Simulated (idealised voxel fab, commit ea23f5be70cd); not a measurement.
process module | voxel released beams
cross-section cut | 250 nm wide | cells 5 nm
A cross-section is a grid of square cells, given in bands from the top down. A band is one or more rows of cells.
Each band's line starts with the height of the band's top and of its bottom, in nm. Then come its materials from left to right, each with its width in nm. One material with "throughout" fills the band from edge to edge. "air" is empty space.
Height 0 is the level under which the wafer as received is all one material. The lowest band goes on downwards, as in "0 down".
A width such as "30 to 40" changes by the same amount from each row of cells to the next, from the band's top row to its bottom row.
"no change" after a step means that no cell of the cross-section changed.
closed voids: empty space of 8 cells or more with no open way to the top, each as width x height at its distance from the left edge, in nm
after a step's settings: what the simulator itself notes on the step
overlay nm, on a step with a mask: how far to the right of its planned place the mask lay; to the left if negative
plan
1 op RECEIVE | material Si
2 op CONFORMAL_DEP | material Al2O3 | thk nm 5
3 op DIRECTIONAL_DEP | material SiO2 | thk nm 10
4 op PATTERN | tone open | mask id ANCHOR | material resist | width nm 30 | thk nm 15 | overlay nm 0
5 op DIRECTIONAL_ETCH | etch materials SiO2 | depth nm 10
6 op STRIP | etch materials resist
7 op CONFORMAL_DEP | material SiN | thk nm 10
8 op PATTERN | tone cover | mask id BEAM | material resist | width nm 100 | thk nm 15 | overlay nm 0
9 op DIRECTIONAL_ETCH | etch materials SiN | depth nm 10
10 op STRIP | etch materials resist
11 op STRIP | etch materials SiO2
varied across the wafers: thk nm of step 2. The plan shows the first wafer's value. All wafers start alike
first wafer as received, after step 1
  0 down: Si throughout
  closed voids: none
first wafer at the end, after step 11
  25 to 15: air 70 | SiN 15 | air 10 | SiN 75 | air 80
  15 to 5: air 75 | SiN 30 | air 145
  5 to 0: Al2O3 throughout
  0 down: Si throughout
  closed voids: none
last wafer at the end
  40 to 30: air 70 | SiN 15 | air 10 | SiN 75 | air 80
  30 to 20: air 75 | SiN 30 | air 145
  20 to 0: Al2O3 throughout
  0 down: Si throughout
  closed voids: none
each wafer at the end: cells of each material gained (+) or lost (-) since it was received, then its closed voids
thk nm 5 | +50 Al2O3 | +48 SiN | closed voids: none
thk nm 10 | +100 Al2O3 | +48 SiN | closed voids: none
thk nm 15 | +150 Al2O3 | +48 SiN | closed voids: none
thk nm 20 | +200 Al2O3 | +48 SiN | closed voids: none
